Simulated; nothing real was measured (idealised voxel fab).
You're looking at the process module voxel capacitor over wiring.
In the cross-section labelled cut, the width is 225 nm and each square cell is 5 nm.
Cross-section spec: square-cell grid; bands listed top down; each band is one or more rows.
Each band's line starts with the height of the band's top and of its bottom, in nm. Then come its materials from left to right, each with its width in nm. One material with "throughout" fills the band from edge to edge. "blank" is empty space.
Ref level 0: as-received wafer is one material below here. Bottom band extends down with no lower bound ("0 nm and below").
The two numbers in a width such as "30 to 40" mark its ends across the band: the first belongs to the top row of cells, the second to the bottom row, and from each row to the next the width moves by the same amount.
Given "nothing was modified" for a step, no cell of the cross-section differs between before and after that step.
Closed-off voids of 8+ cells (no open route to the top) go in "Trapped cavities", written width x height at distance from the left edge, in nm.
Where a step's line continues beyond its settings, the continuation is a remark by the simulator itself on that step.
What "overlay nm" on a step's line means: if the step has a mask, that mask lay this far to the right of its planned place, or, when the value is negative, to the left.

Set out below are the planned steps of the process:
1: op RECEIVE | material Si
2: op CONFORMAL_DEP | material SiO2 | thk nm 15
3: op CONFORMAL_DEP | material SiCN | thk nm 5
4: op DIRECTIONAL_DEP | material SiO2 | thk nm 20
5: op MASKED_ETCH | tone open | mask id METAL_1 | width nm 30 | pitch nm 90 | etch materials SiO2 | depth nm 20 | overlay nm 0
6: op MASKED_ETCH | tone open | mask id METAL_1 | width nm 30 | pitch nm 90 | etch materials SiCN | depth nm 5 | overlay nm 0
7: op CONFORMAL_DEP | material TiN | thk nm 5
8: op FILL_DEP | material Cu | thk nm 10
9: op CMP | height nm 40
10: op CONFORMAL_DEP | material SiCN | thk nm 5
11: op DIRECTIONAL_DEP | material lowk | thk nm 15
12: op DIRECTIONAL_DEP | material aC | thk nm 10
13: op PATTERN | tone open | mask id PLUG_1 | material resist | width nm 15 | thk nm 30 | overlay nm 0
14: op DIRECTIONAL_ETCH | etch materials aC | depth nm 10
15: op STRIP | etch materials resist
16: op DIRECTIONAL_ETCH | etch materials lowk | depth nm 15
17: op DIRECTIONAL_ETCH | etch materials SiCN | depth nm 5
18: op STRIP | etch materials aC
19: op CONFORMAL_DEP | material TiN | thk nm 5
20: op FILL_DEP | material Ru | thk nm 5
21: op CMP | height nm 60
22: op DIRECTIONAL_DEP | material TiN | thk nm 5
23: op DIRECTIONAL_DEP | material SiN | thk nm 5
24: op DIRECTIONAL_DEP | material TiN | thk nm 5
25: op DIRECTIONAL_DEP | material aC | thk nm 10
26: op PATTERN | tone cover | mask id UPPER_PLATE | material resist | width nm 65 | thk nm 25 | overlay nm 0
27: op DIRECTIONAL_ETCH | etch materials aC | depth nm 10
28: op STRIP | etch materials resist
29: op DIRECTIONAL_ETCH | etch materials TiN | depth nm 5
30: op DIRECTIONAL_ETCH | etch materials SiN | depth nm 5
31: op STRIP | etch materials aC
32: op MASKED_ETCH | tone cover | mask id LOWER_PLATE | width nm 75 | etch materials TiN | depth nm 5 | overlay nm 0
33: op FILL_DEP | material SiO2 | thk nm 20
34: op CMP | height nm 90
35: op PATTERN | tone open | mask id PLUG_2 | material resist | width nm 15 | thk nm 20 | overlay nm 0
36: op DIRECTIONAL_ETCH | etch materials SiO2 | depth nm 15
37: op STRIP | etch materials resist
38: op CONFORMAL_DEP | material TiN | thk nm 5
39: op FILL_DEP | material Ru | thk nm 5
40: op CMP | height nm 90
41: op CONFORMAL_DEP | material SiCN | thk nm 5

Concerning the first of two wafers, which was run in accordance with the plan:

Wafer cross-section on receipt, i.e. after step 1:
* 0 nm and below = Si throughout
* Trapped cavities: none

Sectional view: wafer, after step 2:
* 15 nm to 0 nm = SiO2 throughout
* Below 0, no change.

Sectional view: wafer, after step 3:
* 20 nm to 15 nm = SiCN throughout
* Below 15, no change.

Sectional view: wafer, after step 4:
* 40 nm to 20 nm = SiO2 throughout
* Below 20, no change.

Sectional view: wafer, after step 5:
* 40 nm to 20 nm = 50 nm SiO2 / 30 nm blank / 60 nm SiO2 / 30 nm blank / 55 nm SiO2
* Below 20, no change.

Sectional view: wafer, after step 6:
* 40 nm to 20 nm = 50 nm SiO2 / 30 nm blank / 60 nm SiO2 / 30 nm blank / 55 nm SiO2
* 20 nm to 15 nm = 50 nm SiCN / 30 nm blank / 60 nm SiCN / 30 nm blank / 55 nm SiCN
* Below 15, no change.

Sectional view: wafer, after step 7:
* 45 nm to 40 nm = 55 nm TiN / 20 nm blank / 70 nm TiN / 20 nm blank / 60 nm TiN
* 40 nm to 20 nm = 50 nm SiO2 / 5 nm TiN / 20 nm blank / 5 nm TiN / 60 nm SiO2 / 5 nm TiN / 20 nm blank / 5 nm TiN / 55 nm SiO2
* 20 nm to 15 nm = 50 nm SiCN / 30 nm TiN / 60 nm SiCN / 30 nm TiN / 55 nm SiCN
* Below 15, no change.

Sectional view: wafer, after step 8:
* 55 nm to 45 nm = Cu throughout
* 45 nm to 40 nm = 55 nm TiN / 20 nm Cu / 70 nm TiN / 20 nm Cu / 60 nm TiN
* 40 nm to 20 nm = 50 nm SiO2 / 5 nm TiN / 20 nm Cu / 5 nm TiN / 60 nm SiO2 / 5 nm TiN / 20 nm Cu / 5 nm TiN / 55 nm SiO2
* Below 20, no change.

Sectional view: wafer, after step 9:
* 40 nm to 20 nm = 50 nm SiO2 / 5 nm TiN / 20 nm Cu / 5 nm TiN / 60 nm SiO2 / 5 nm TiN / 20 nm Cu / 5 nm TiN / 55 nm SiO2
* Below 20, no change.

Sectional view: wafer, after step 10:
* 45 nm to 40 nm = SiCN throughout
* Below 40, no change.

Sectional view: wafer, after step 11:
* 60 nm to 45 nm = lowk throughout
* Below 45, no change.

Sectional view: wafer, after step 12:
* 70 nm to 60 nm = aC throughout
* Below 60, no change.

Sectional view: wafer, after step 13:
* 100 nm to 70 nm = 65 nm resist / 15 nm blank / 145 nm resist
* Below 70, no change.

Sectional view: wafer, after step 14:
* 90 nm to 70 nm = 65 nm resist / 15 nm blank / 145 nm resist
* 70 nm to 60 nm = 65 nm aC / 15 nm blank / 145 nm aC
* Below 60, no change.

Sectional view: wafer, after step 15:
* 70 nm to 60 nm = 65 nm aC / 15 nm blank / 145 nm aC
* Below 60, no change.

Sectional view: wafer, after step 16:
* 70 nm to 60 nm = 65 nm aC / 15 nm blank / 145 nm aC
* 60 nm to 45 nm = 65 nm lowk / 15 nm blank / 145 nm lowk
* Below 45, no change.

Sectional view: wafer, after step 17:
* 70 nm to 60 nm = 65 nm aC / 15 nm blank / 145 nm aC
* 60 nm to 45 nm = 65 nm lowk / 15 nm blank / 145 nm lowk
* 45 nm to 40 nm = 65 nm SiCN / 15 nm blank / 145 nm SiCN
* Below 40, no change.

Sectional view: wafer, after step 18:
* 60 nm to 45 nm = 65 nm lowk / 15 nm blank / 145 nm lowk
* Below 45, no change.

Sectional view: wafer, after step 19:
* 65 nm to 60 nm = 70 nm TiN / 5 nm blank / 150 nm TiN
* 60 nm to 45 nm = 65 nm lowk / 5 nm TiN / 5 nm blank / 5 nm TiN / 145 nm lowk
* 45 nm to 40 nm = 65 nm SiCN / 15 nm TiN / 145 nm SiCN
* Below 40, no change.

Sectional view: wafer, after step 20:
* 70 nm to 65 nm = Ru throughout
* 65 nm to 60 nm = 70 nm TiN / 5 nm Ru / 150 nm TiN
* 60 nm to 45 nm = 65 nm lowk / 5 nm TiN / 5 nm Ru / 5 nm TiN / 145 nm lowk
* Below 45, no change.

Sectional view: wafer, after step 21:
* 60 nm to 45 nm = 65 nm lowk / 5 nm TiN / 5 nm Ru / 5 nm TiN / 145 nm lowk
* Below 45, no change.

Sectional view: wafer, after step 22:
* 65 nm to 60 nm = TiN throughout
* Below 60, no change.

Sectional view: wafer, after step 23:
* 70 nm to 65 nm = SiN throughout
* Below 65, no change.

Sectional view: wafer, after step 24:
* 75 nm to 70 nm = TiN throughout
* Below 70, no change.

Sectional view: wafer, after step 25:
* 85 nm to 75 nm = aC throughout
* Below 75, no change.

Sectional view: wafer, after step 26:
* 110 nm to 85 nm = 65 nm blank / 65 nm resist / 95 nm blank
* Below 85, no change.

Sectional view: wafer, after step 27:
* 100 nm to 85 nm = 65 nm blank / 65 nm resist / 95 nm blank
* 85 nm to 75 nm = 65 nm blank / 65 nm aC / 95 nm blank
* Below 75, no change.

Sectional view: wafer, after step 28:
* 85 nm to 75 nm = 65 nm blank / 65 nm aC / 95 nm blank
* Below 75, no change.

Sectional view: wafer, after step 29:
* 85 nm to 75 nm = 65 nm blank / 65 nm aC / 95 nm blank
* 75 nm to 70 nm = 65 nm blank / 65 nm TiN / 95 nm blank
* Below 70, no change.

Sectional view: wafer, after step 30:
* 85 nm to 75 nm = 65 nm blank / 65 nm aC / 95 nm blank
* 75 nm to 70 nm = 65 nm blank / 65 nm TiN / 95 nm blank
* 70 nm to 65 nm = 65 nm blank / 65 nm SiN / 95 nm blank
* Below 65, no change.

Sectional view: wafer, after step 31:
* 75 nm to 70 nm = 65 nm blank / 65 nm TiN / 95 nm blank
* Below 70, no change.

Sectional view: wafer, after step 32:
* 75 nm to 70 nm = 65 nm blank / 65 nm TiN / 95 nm blank
* 70 nm to 65 nm = 65 nm blank / 65 nm SiN / 95 nm blank
* 65 nm to 60 nm = 60 nm blank / 75 nm TiN / 90 nm blank
* Below 60, no change.

Sectional view: wafer, after step 33:
* 95 nm to 75 nm = SiO2 throughout
* 75 nm to 70 nm = 65 nm SiO2 / 65 nm TiN / 95 nm SiO2
* 70 nm to 65 nm = 65 nm SiO2 / 65 nm SiN / 95 nm SiO2
* 65 nm to 60 nm = 60 nm SiO2 / 75 nm TiN / 90 nm SiO2
* Below 60, no change.

Sectional view: wafer, after step 34:
* 90 nm to 75 nm = SiO2 throughout
* Below 75, no change.

Sectional view: wafer, after step 35:
* 110 nm to 90 nm = 75 nm resist / 15 nm blank / 135 nm resist
* Below 90, no change.

Sectional view: wafer, after step 36:
* 110 nm to 90 nm = 75 nm resist / 15 nm blank / 135 nm resist
* 90 nm to 75 nm = 75 nm SiO2 / 15 nm blank / 135 nm SiO2
* Below 75, no change.

Sectional view: wafer, after step 37:
* 90 nm to 75 nm = 75 nm SiO2 / 15 nm blank / 135 nm SiO2
* Below 75, no change.

Sectional view: wafer, after step 38:
* 95 nm to 90 nm = 80 nm TiN / 5 nm blank / 140 nm TiN
* 90 nm to 80 nm = 75 nm SiO2 / 5 nm TiN / 5 nm blank / 5 nm TiN / 135 nm SiO2
* 80 nm to 70 nm = 75 to 65 nm SiO2 / 15 to 65 nm TiN / 135 to 95 nm SiO2
* Below 70, no change.

Sectional view: wafer, after step 39:
* 100 nm to 95 nm = Ru throughout
* 95 nm to 90 nm = 80 nm TiN / 5 nm Ru / 140 nm TiN
* 90 nm to 80 nm = 75 nm SiO2 / 5 nm TiN / 5 nm Ru / 5 nm TiN / 135 nm SiO2
* Below 80, no change.

Sectional view: wafer, after step 40:
* 90 nm to 80 nm = 75 nm SiO2 / 5 nm TiN / 5 nm Ru / 5 nm TiN / 135 nm SiO2
* Below 80, no change.

Sectional view: wafer, after step 41:
* 95 nm to 90 nm = SiCN throughout
* Below 90, no change.

What follows concerns the second wafer, which started out like the first and was meant to follow the very same plan; one mistake crept in when it was run, but everything up to and including step 8 is the same as for the first wafer:

when step 9 should have ended: nothing was modified

when step 10 should have ended:
* 60 nm to 55 nm = SiCN throughout
* Below 55, no change.

when step 11 should have ended:
* 75 nm to 60 nm = lowk throughout
* Below 60, no change.

when step 12 should have ended:
* 85 nm to 75 nm = aC throughout
* Below 75, no change.

when step 13 should have ended:
* 115 nm to 85 nm = 65 nm resist / 15 nm blank / 145 nm resist
* Below 85, no change.

when step 14 should have ended:
* 105 nm to 85 nm = 65 nm resist / 15 nm blank / 145 nm resist
* 85 nm to 75 nm = 65 nm aC / 15 nm blank / 145 nm aC
* Below 75, no change.

when step 15 should have ended:
* 85 nm to 75 nm = 65 nm aC / 15 nm blank / 145 nm aC
* Below 75, no change.

when step 16 should have ended:
* 85 nm to 75 nm = 65 nm aC / 15 nm blank / 145 nm aC
* 75 nm to 60 nm = 65 nm lowk / 15 nm blank / 145 nm lowk
* Below 60, no change.

when step 17 should have ended:
* 85 nm to 75 nm = 65 nm aC / 15 nm blank / 145 nm aC
* 75 nm to 60 nm = 65 nm lowk / 15 nm blank / 145 nm lowk
* 60 nm to 55 nm = 65 nm SiCN / 15 nm blank / 145 nm SiCN
* Below 55, no change.

when step 18 should have ended:
* 75 nm to 60 nm = 65 nm lowk / 15 nm blank / 145 nm lowk
* Below 60, no change.

when step 19 should have ended:
* 80 nm to 75 nm = 70 nm TiN / 5 nm blank / 150 nm TiN
* 75 nm to 60 nm = 65 nm lowk / 5 nm TiN / 5 nm blank / 5 nm TiN / 145 nm lowk
* 60 nm to 55 nm = 65 nm SiCN / 15 nm TiN / 145 nm SiCN
* Below 55, no change.

when step 20 should have ended:
* 85 nm to 80 nm = Ru throughout
* 80 nm to 75 nm = 70 nm TiN / 5 nm Ru / 150 nm TiN
* 75 nm to 60 nm = 65 nm lowk / 5 nm TiN / 5 nm Ru / 5 nm TiN / 145 nm lowk
* Below 60, no change.

when step 21 should have ended:
* 60 nm to 55 nm = 65 nm SiCN / 15 nm TiN / 145 nm SiCN
* Below 55, no change.

when step 22 should have ended:
* 65 nm to 60 nm = TiN throughout
* Below 60, no change.

when step 23 should have ended:
* 70 nm to 65 nm = SiN throughout
* Below 65, no change.

when step 24 should have ended:
* 75 nm to 70 nm = TiN throughout
* Below 70, no change.

when step 25 should have ended:
* 85 nm to 75 nm = aC throughout
* Below 75, no change.

when step 26 should have ended:
* 110 nm to 85 nm = 65 nm blank / 65 nm resist / 95 nm blank
* Below 85, no change.

when step 27 should have ended:
* 100 nm to 85 nm = 65 nm blank / 65 nm resist / 95 nm blank
* 85 nm to 75 nm = 65 nm blank / 65 nm aC / 95 nm blank
* Below 75, no change.

when step 28 should have ended:
* 85 nm to 75 nm = 65 nm blank / 65 nm aC / 95 nm blank
* Below 75, no change.

when step 29 should have ended:
* 85 nm to 75 nm = 65 nm blank / 65 nm aC / 95 nm blank
* 75 nm to 70 nm = 65 nm blank / 65 nm TiN / 95 nm blank
* Below 70, no change.

when step 30 should have ended:
* 85 nm to 75 nm = 65 nm blank / 65 nm aC / 95 nm blank
* 75 nm to 70 nm = 65 nm blank / 65 nm TiN / 95 nm blank
* 70 nm to 65 nm = 65 nm blank / 65 nm SiN / 95 nm blank
* Below 65, no change.

when step 31 should have ended:
* 75 nm to 70 nm = 65 nm blank / 65 nm TiN / 95 nm blank
* Below 70, no change.

when step 32 should have ended:
* 75 nm to 70 nm = 65 nm blank / 65 nm TiN / 95 nm blank
* 70 nm to 65 nm = 65 nm blank / 65 nm SiN / 95 nm blank
* 65 nm to 60 nm = 60 nm blank / 75 nm TiN / 90 nm blank
* Below 60, no change.

when step 33 should have ended:
* 95 nm to 75 nm = SiO2 throughout
* 75 nm to 70 nm = 65 nm SiO2 / 65 nm TiN / 95 nm SiO2
* 70 nm to 65 nm = 65 nm SiO2 / 65 nm SiN / 95 nm SiO2
* 65 nm to 60 nm = 60 nm SiO2 / 75 nm TiN / 90 nm SiO2
* Below 60, no change.

when step 34 should have ended:
* 90 nm to 75 nm = SiO2 throughout
* Below 75, no change.

when step 35 should have ended:
* 110 nm to 90 nm = 75 nm resist / 15 nm blank / 135 nm resist
* Below 90, no change.

when step 36 should have ended:
* 110 nm to 90 nm = 75 nm resist / 15 nm blank / 135 nm resist
* 90 nm to 75 nm = 75 nm SiO2 / 15 nm blank / 135 nm SiO2
* Below 75, no change.

when step 37 should have ended:
* 90 nm to 75 nm = 75 nm SiO2 / 15 nm blank / 135 nm SiO2
* Below 75, no change.

when step 38 should have ended:
* 95 nm to 90 nm = 80 nm TiN / 5 nm blank / 140 nm TiN
* 90 nm to 80 nm = 75 nm SiO2 / 5 nm TiN / 5 nm blank / 5 nm TiN / 135 nm SiO2
* 80 nm to 70 nm = 75 to 65 nm SiO2 / 15 to 65 nm TiN / 135 to 95 nm SiO2
* Below 70, no change.

when step 39 should have ended:
* 100 nm to 95 nm = Ru throughout
* 95 nm to 90 nm = 80 nm TiN / 5 nm Ru / 140 nm TiN
* 90 nm to 80 nm = 75 nm SiO2 / 5 nm TiN / 5 nm Ru / 5 nm TiN / 135 nm SiO2
* Below 80, no change.

when step 40 should have ended:
* 90 nm to 80 nm = 75 nm SiO2 / 5 nm TiN / 5 nm Ru / 5 nm TiN / 135 nm SiO2
* Below 80, no change.

when step 41 should have ended:
* 95 nm to 90 nm = SiCN throughout
* Below 90, no change.
So what did we get wrong on this run? not run: step 9 of the plan (skipped)
Wafer comparison, final, in cells, second relative to first, materials more or fewer: Cu: 98 more | Ru: 3 fewer | TiN: 31 more | lowk: 126 fewer
